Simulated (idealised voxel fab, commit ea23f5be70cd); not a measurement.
process module | voxel capacitor over wiring
The cross-section on display is named cut; it measures 165 nm wide, and its cells are 5 nm squares.
This document writes a cross-section as a grid whose cells are square, and gives it as bands, listed from the top down; one or more rows of cells form a band. Within each band entry, the heights of the top and of the bottom of the band appear first, in that order and in nm; the materials of the band then follow from left to right, each with its corresponding width in nm. The designation "everywhere" on a single material indicates that it fills the band from edge to edge; the designation "air" indicates empty space. Heights are expressed relative to 0, this being the level below which the as-received wafer comprises one material exclusively. The lowest band is unbounded in the downward direction and is denoted as in "from 0 down". Read "30..40" as a graded width: first number on top, second number at the bottom, same change between each pair of neighbouring rows. Key: "nothing was modified" - step with no changed cell in the cross-section. In the "Closed void listing" entry, you get each enclosed empty space of 8 cells or more, one with no open way to the top, written width x height at distance, distance from the left edge, in nm. Heads up: the bit after the settings on a step's line is the simulator's remark on that step. What "overlay nm" on a step's line means: if the step has a mask, that mask lay this far to the right of its planned place, or, when the value is negative, to the left.

The planned process steps are enumerated hereunder
1,RECEIVE [material Si]
2,CONFORMAL_DEP [material SiO2] [thk nm 10]
3,DIRECTIONAL_DEP [material TiN] [thk nm 5]
4,DIRECTIONAL_DEP [material W] [thk nm 15]
5,MASKED_ETCH [tone cover] [mask id METAL_1] [width nm 30] [pitch nm 95] [etch materials W] [depth nm 15] [overlay nm 0]
6,MASKED_ETCH [tone cover] [mask id METAL_1] [width nm 30] [pitch nm 95] [etch materials TiN] [depth nm 5] [overlay nm 0]
7,FILL_DEP [material lowk] [thk nm 10]
8,CMP [height nm 30]
9,CONFORMAL_DEP [material SiCN] [thk nm 5]
10,DIRECTIONAL_DEP [material SiO2] [thk nm 20]
11,PATTERN [tone open] [mask id PLUG_1] [material resist] [width nm 15] [thk nm 15] [overlay nm 0]
12,DIRECTIONAL_ETCH [etch materials SiO2] [depth nm 20]
13,DIRECTIONAL_ETCH [etch materials SiCN] [depth nm 5]
14,STRIP [etch materials resist]
15,CONFORMAL_DEP [material TiN] [thk nm 5]
16,FILL_DEP [material W] [thk nm 5]
17,CMP [height nm 55]
18,DIRECTIONAL_DEP [material TiN] [thk nm 10]
19,DIRECTIONAL_DEP [material SiN] [thk nm 5]
20,DIRECTIONAL_DEP [material TiN] [thk nm 5]
21,DIRECTIONAL_DEP [material aC] [thk nm 10]
22,PATTERN [tone cover] [mask id UPPER_PLATE] [material resist] [width nm 70] [thk nm 30] [overlay nm 0]
23,DIRECTIONAL_ETCH [etch materials aC] [depth nm 10]
24,STRIP [etch materials resist]
25,DIRECTIONAL_ETCH [etch materials TiN] [depth nm 5]
26,DIRECTIONAL_ETCH [etch materials SiN] [depth nm 5]
27,STRIP [etch materials aC]
28,PATTERN [tone cover] [mask id LOWER_PLATE] [material resist] [width nm 80] [thk nm 15] [overlay nm 0]
29,DIRECTIONAL_ETCH [etch materials TiN] [depth nm 10]
30,STRIP [etch materials resist]
31,FILL_DEP [material SiO2] [thk nm 20]
32,CMP [height nm 90]
33,MASKED_ETCH [tone open] [mask id PLUG_2] [width nm 15] [etch materials SiO2] [depth nm 5] [overlay nm 0]
34,CONFORMAL_DEP [material TiN] [thk nm 5]
35,FILL_DEP [material Ru] [thk nm 5]
36,CMP [height nm 90]
37,CONFORMAL_DEP [material SiN] [thk nm 5]
The wafers are alike at the start. At step 33, their depth nm differs. The plan lists the first wafer's value.

First wafer as received, after step 1
	from 0 down = Si everywhere
	Closed void listing: none

The first of several wafers, seen in cross-section after the module's last step, step 37
	from 95 to 90 = SiN everywhere
	from 90 to 85 = SiO2=45 | TiN=15 | SiO2=105
	from 85 to 75 = SiO2 everywhere
	from 75 to 70 = SiO2=35 | TiN=70 | SiO2=60
	from 70 to 65 = SiO2=35 | SiN=70 | SiO2=60
	from 65 to 55 = SiO2=30 | TiN=80 | SiO2=55
	from 55 to 35 = SiO2=35 | TiN=5 | W=5 | TiN=5 | SiO2=115
	from 35 to 30 = SiCN=35 | TiN=15 | SiCN=115
	from 30 to 15 = lowk=20 | W=30 | lowk=65 | W=30 | lowk=20
	from 15 to 10 = lowk=20 | TiN=30 | lowk=65 | TiN=30 | lowk=20
	from 10 to 0 = SiO2 everywhere
	from 0 down = Si everywhere
	Closed void listing: none

Sectional view of the last wafer upon completion of the module
	from 95 to 90 = SiN everywhere
	from 90 to 80 = SiO2=45 | TiN=5 | Ru=5 | TiN=5 | SiO2=105
	from 80 to 70 = SiO2=45..35 | TiN=15..70 | SiO2=105..60
	from 70 to 65 = SiO2=35 | SiN=70 | SiO2=60
	from 65 to 55 = SiO2=30 | TiN=80 | SiO2=55
	from 55 to 35 = SiO2=35 | TiN=5 | W=5 | TiN=5 | SiO2=115
	from 35 to 30 = SiCN=35 | TiN=15 | SiCN=115
	from 30 to 15 = lowk=20 | W=30 | lowk=65 | W=30 | lowk=20
	from 15 to 10 = lowk=20 | TiN=30 | lowk=65 | TiN=30 | lowk=20
	from 10 to 0 = SiO2 everywhere
	from 0 down = Si everywhere
	Closed void listing: none

Row per wafer, end-of-module: cell gain (+)/loss (-) by material since the wafer came in, then closed voids
depth nm 5, +30 SiCN, +47 SiN, +354 SiO2, +72 TiN, +40 W, +84 lowk, Closed void listing: none
depth nm 10, +1 Ru, +30 SiCN, +47 SiN, +351 SiO2, +74 TiN, +40 W, +84 lowk, Closed void listing: none
depth nm 15, +2 Ru, +30 SiCN, +47 SiN, +348 SiO2, +76 TiN, +40 W, +84 lowk, Closed void listing: none
depth nm 20, +2 Ru, +30 SiCN, +47 SiN, +348 SiO2, +76 TiN, +40 W, +84 lowk, Closed void listing: none
depth nm 25, +2 Ru, +30 SiCN, +47 SiN, +348 SiO2, +76 TiN, +40 W, +84 lowk, Closed void listing: none
depth nm 30, +2 Ru, +30 SiCN, +47 SiN, +348 SiO2, +76 TiN, +40 W, +84 lowk, Closed void listing: none
